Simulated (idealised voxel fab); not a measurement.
process module | voxel lift off
cross-section cut | 155 nm wide | cells 5 nm
A cross-section is a grid of square cells, given in bands from the top down. A band is one or more rows of cells.
Each band's line starts with the height of the band's top and of its bottom, in nm. Then come its materials from left to right, each with its width in nm. One material with "throughout" fills the band from edge to edge. "air" is empty space.
Height 0 is the level under which the wafer as received is all one material. The lowest band goes on downwards, as in "0 down".
A width such as "30 to 40" changes by the same amount from each row of cells to the next, from the band's top row to its bottom row.
"no change" after a step means that no cell of the cross-section changed.
closed voids: empty space of 8 cells or more with no open way to the top, each as width x height at its distance from the left edge, in nm
after a step's settings: what the simulator itself notes on the step
overlay nm, on a step with a mask: how far to the right of its planned place the mask lay; to the left if negative
plan
1 op RECEIVE | material Si
2 op CONFORMAL_DEP | material SiN | thk nm 10
3 op PATTERN | tone open | mask id LINES | material resist | width nm 25 | pitch nm 40 | thk nm 30 | overlay nm 0
4 op DIRECTIONAL_DEP | material Ru | thk nm 15
5 op STRIP | etch materials resist
6 op CONFORMAL_DEP | material SiCN | thk nm 5
as received, after step 1
  0 down: Si throughout
  closed voids: none
first wafer at the end, as planned
  30 to 25: air 20 | SiCN 35 | air 5 | SiCN 35 | air 5 | SiCN 35 | air 20
  25 to 15: air 20 | SiCN 5 | Ru 25 | SiCN 5 | air 5 | SiCN 5 | Ru 25 | SiCN 5 | air 5 | SiCN 5 | Ru 25 | SiCN 5 | air 20
  15 to 10: SiCN 25 | Ru 25 | SiCN 15 | Ru 25 | SiCN 15 | Ru 25 | SiCN 25
  10 to 0: SiN throughout
  0 down: Si throughout
  closed voids: none
second wafer at the end: like start, like plan, one mistake
  30 to 25: SiCN 30 | air 15 | SiCN 25 | air 15 | SiCN 25 | air 15 | SiCN 30
  25 to 15: Ru 25 | SiCN 5 | air 15 | SiCN 5 | Ru 15 | SiCN 5 | air 15 | SiCN 5 | Ru 15 | SiCN 5 | air 15 | SiCN 5 | Ru 25
  15 to 10: Ru 25 | SiCN 25 | Ru 15 | SiCN 25 | Ru 15 | SiCN 25 | Ru 25
  10 to 0: SiN throughout
  0 down: Si throughout
  closed voids: none
what went wrong: step 3 ran as: op PATTERN | tone cover | mask id LINES | material resist | width nm 25 | pitch nm 40 | thk nm 30 | overlay nm 0
at the end the second wafer has, in cells: 3 more of Ru
